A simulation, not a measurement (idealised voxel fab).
The following process module bears the name voxel released beams.
Each square cell in cross-section cut measures 5 nm, and the section as a whole is 245 nm wide.
Reading order for cross-sections: top band down to bottom band. Underlying form: a grid of square cells. Band size: one or more rows of cells. Heights first: top, then bottom, in nm. Then materials, left to right, each with a width in nm. "full width" on a single material: fills the band edge to edge. "empty": empty space. It should be noted that heights are counted from 0, beneath which the wafer as supplied is of one material throughout, and that the lowest band possesses no lower boundary but continues downward, as written in "top 0, no bottom". A two-number width, for instance "30->40", indicates that the width is equal to the first number in the top row of the band and to the second number in the bottom row, and that it changes by a constant amount per row of cells. The designation "nothing was modified", where it is given for a processing step, indicates that no cell of the cross-section was altered in the course of that step. Closed-off voids of 8+ cells (no open route to the top) go in "Sealed void list", written width x height at distance from the left edge, in nm. Where a step's line continues beyond its settings, the continuation is a remark by the simulator itself on that step. What "overlay nm" on a step's line means: if the step has a mask, that mask lay this far to the right of its planned place, or, when the value is negative, to the left.

**Process steps - plan**
1. RECEIVE [material Si]
2. CONFORMAL_DEP [material Al2O3] [thk nm 10]
3. DIRECTIONAL_DEP [material SiO2] [thk nm 15]
4. PATTERN [tone open] [mask id ANCHOR] [material resist] [width nm 35] [thk nm 15] [overlay nm 0]
5. DIRECTIONAL_ETCH [etch materials SiO2] [depth nm 15]
6. STRIP [etch materials resist]
7. CONFORMAL_DEP [material SiN] [thk nm 10]
8. PATTERN [tone cover] [mask id BEAM] [material resist] [width nm 95] [thk nm 20] [overlay nm -15]
9. DIRECTIONAL_ETCH [etch materials SiN] [depth nm 10]
10. STRIP [etch materials resist]
11. STRIP [etch materials SiO2]
What sets these wafers apart? The overlay nm at step 8. They all start alike, and the plan carries the first wafer's value.

**Step 1 complete: as-received cross-section of the first of several wafers**
    top 0, no bottom | Si full width
    Sealed void list: none

**Quick key for the table: a row per wafer, taken at the end of the module. For each material it tells you how many cells the wafer gained (+) or lost (-) since it came in, and the closed voids come after**
overlay nm -15 | +98 Al2O3 | +50 SiN | Sealed void list: none
overlay nm -10 | +98 Al2O3 | +50 SiN | Sealed void list: none
overlay nm -5 | +98 Al2O3 | +50 SiN | Sealed void list: none
overlay nm 0 | +98 Al2O3 | +50 SiN | Sealed void list: none
overlay nm 5 | +98 Al2O3 | +50 SiN | Sealed void list: none
overlay nm 10 | +98 Al2O3 | +50 SiN | Sealed void list: none
overlay nm 15 | +98 Al2O3 | +50 SiN | Sealed void list: none
